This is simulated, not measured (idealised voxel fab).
process module | voxel double patterning
cross-section cut | 210 nm wide | cells 5 nm
A cross-section is a grid of square cells, given in bands from the top down. A band is one or more rows of cells.
Each band's line starts with the height of the band's top and of its bottom, in nm. Then come its materials from left to right, each with its width in nm. One material with "throughout" fills the band from edge to edge. "air" is empty space.
Height 0 is the level under which the wafer as received is all one material. The lowest band goes on downwards, as in "0 down".
A width such as "30 to 40" changes by the same amount from each row of cells to the next, from the band's top row to its bottom row.
"no change" after a step means that no cell of the cross-section changed.
closed voids: empty space of 8 cells or more with no open way to the top, each as width x height at its distance from the left edge, in nm
after a step's settings: what the simulator itself notes on the step
overlay nm, on a step with a mask: how far to the right of its planned place the mask lay; to the left if negative
plan
1 op RECEIVE | material Si
2 op CONFORMAL_DEP | material SiO2 | thk nm 5
3 op DIRECTIONAL_DEP | material polySi | thk nm 15
4 op DIRECTIONAL_DEP | material SiCN | thk nm 5
5 op PATTERN | tone open | mask id FIRST | material resist | width nm 15 | pitch nm 50 | thk nm 15 | overlay nm 0
6 op DIRECTIONAL_ETCH | etch materials SiCN | depth nm 5
7 op STRIP | etch materials resist
8 op PATTERN | tone open | mask id SECOND | material resist | width nm 15 | pitch nm 50 | thk nm 20 | overlay nm 0
9 op DIRECTIONAL_ETCH | etch materials SiCN | depth nm 5
10 op STRIP | etch materials resist
11 op DIRECTIONAL_ETCH | etch materials polySi | depth nm 15
12 op STRIP | etch materials SiCN
as received, after step 1
  0 down: Si throughout
  closed voids: none
a wafer at the end: this start, this plan, one mistake
  20 to 5: air 45 | polySi 15 | air 35 | polySi 15 | air 35 | polySi 15 | air 50
  5 to 0: SiO2 throughout
  0 down: Si throughout
  closed voids: none
what went wrong: step 5 ran as: op PATTERN | tone cover | mask id FIRST | material resist | width nm 15 | pitch nm 50 | thk nm 15 | overlay nm 0
